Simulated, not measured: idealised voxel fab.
The following is a process module called voxel gate over fins.
Section shown: cut. Width: 170 nm. Cell size: 5 nm, square.
Cross-section = grid of square cells, listed top down in bands; band = one or more rows.
What a band's entry tells you: where the top is and where the bottom is, as heights in nm, and after that what lies inside, material by material from left to right, each with its width in nm. Empty space is written as the word "blank", and a single material marked with the word "all across" occupies the band from edge to edge.
Height is counted from the level 0, under which the received wafer is composed throughout of one material. The lowest of the bands is not closed at the bottom but continues downward, in the notation "0 -> down".
The width entry "30 to 40" should be interpreted row by row: the top row of cells in the band takes the first number, the bottom row takes the second number, and the change between adjacent rows is uniform throughout.
"nothing altered" (step): cross-section cells unchanged, all of them.
What "Closed void list" gives you is every empty space of 8 cells or more that is cut off from the top. Each appears as width x height at distance, with the distance taken from the left edge and width, height and distance all in nm.
The remark found on a step's line after its settings is issued by the simulator itself and pertains to that step.
overlay nm: mask offset rightward from planned place, masked step; negative means leftward offset.

Below is the list of planned process steps:
- 1: RECEIVE,material Si
- 2: CONFORMAL_DEP,material SiN,thk nm 10
- 3: DIRECTIONAL_DEP,material aC,thk nm 10
- 4: PATTERN,tone cover,mask id FINS,material resist,width nm 15,pitch nm 60,thk nm 30,overlay nm 0
- 5: DIRECTIONAL_ETCH,etch materials aC,depth nm 10
- 6: STRIP,etch materials resist
- 7: DIRECTIONAL_ETCH,etch materials SiN,depth nm 10
- 8: DIRECTIONAL_ETCH,etch materials Si,depth nm 35
- 9: STRIP,etch materials aC
- 10: OXIDIZE,depth nm 5
- 11: FILL_DEP,material SiO2,thk nm 5
- 12: CMP,height nm 10
- 13: DIRECTIONAL_DEP,material aC,thk nm 15
- 14: PATTERN,tone open,mask id RAIL,material resist,width nm 15,thk nm 30,overlay nm 0
- 15: DIRECTIONAL_ETCH,etch materials aC,depth nm 15
- 16: STRIP,etch materials resist
- 17: DIRECTIONAL_ETCH,etch materials SiO2,depth nm 40
- 18: STRIP,etch materials aC
- 19: CONFORMAL_DEP,material TiN,thk nm 5
- 20: FILL_DEP,material Ru,thk nm 10
- 21: CMP,height nm 10
- 22: SELECTIVE_ETCH,etch materials W Ru TiN,depth nm 30
- 23: FILL_DEP,material SiO2,thk nm 5
- 24: CMP,height nm 10
- 25: SELECTIVE_ETCH,etch materials SiO2,depth nm 25
- 26: STRIP,etch materials SiN
- 27: CONFORMAL_DEP,material HfO2,thk nm 5
- 28: CONFORMAL_DEP,material TiN,thk nm 5
- 29: CONFORMAL_DEP,material TiAl,thk nm 5
- 30: CONFORMAL_DEP,material TiN,thk nm 5
- 31: FILL_DEP,material W,thk nm 15
- 32: CMP,height nm 30
- 33: CONFORMAL_DEP,material SiCN,thk nm 5

Cross-section, incoming material, after step 1:
* 0 -> down: Si all across
* Closed void list: none

Final cross-section, module run with one mistake (start and plan as above):
* 35 -> 30: SiCN all across
* 30 -> 20: W all across
* 20 -> 15: W: 30 / TiN: 45 / W: 15 / TiN: 45 / W: 35
* 15 -> 10: W: 30 / TiN: 5 / TiAl: 35 / TiN: 5 / W: 15 / TiN: 5 / TiAl: 35 / TiN: 5 / W: 35
* 10 -> 5: W: 30 / TiN: 5 / TiAl: 5 / TiN: 25 / TiAl: 5 / TiN: 5 / W: 15 / TiN: 5 / TiAl: 5 / TiN: 25 / TiAl: 5 / TiN: 5 / W: 35
* 5 -> 0: TiN: 35 / TiAl: 5 / TiN: 5 / HfO2: 15 / TiN: 5 / TiAl: 5 / TiN: 25 / TiAl: 5 / TiN: 5 / HfO2: 15 / TiN: 5 / TiAl: 5 / TiN: 40
* 0 -> -5: TiAl: 40 / TiN: 5 / HfO2: 5 / Si: 5 / HfO2: 5 / TiN: 5 / TiAl: 35 / TiN: 5 / HfO2: 5 / Si: 5 / HfO2: 5 / TiN: 5 / TiAl: 45
* -5 -> -10: TiN: 45 / HfO2: 5 / Si: 5 / HfO2: 5 / TiN: 45 / HfO2: 5 / Si: 5 / HfO2: 5 / TiN: 50
* -10 -> -15: HfO2: 50 / Si: 5 / HfO2: 55 / Si: 5 / HfO2: 55
* -15 -> -20: SiO2: 50 / Si: 5 / SiO2: 55 / Si: 5 / SiO2: 55
* -20 -> -25: SiO2: 50 / Si: 5 / SiO2: 15 / TiN: 5 / Ru: 15 / TiN: 5 / SiO2: 15 / Si: 5 / SiO2: 55
* -25 -> -30: SiO2: 50 / Si: 5 / SiO2: 15 / TiN: 25 / SiO2: 15 / Si: 5 / SiO2: 55
* -30 -> -40: SiO2: 50 / Si: 5 / SiO2: 55 / Si: 5 / SiO2: 55
* -40 -> down: Si all across
* Closed void list: none
Plan not followed: so step 14 ended up running with a different setting than we planned, it ran as PATTERN,tone open,mask id RAIL,material resist,width nm 25,thk nm 30,overlay nm 0
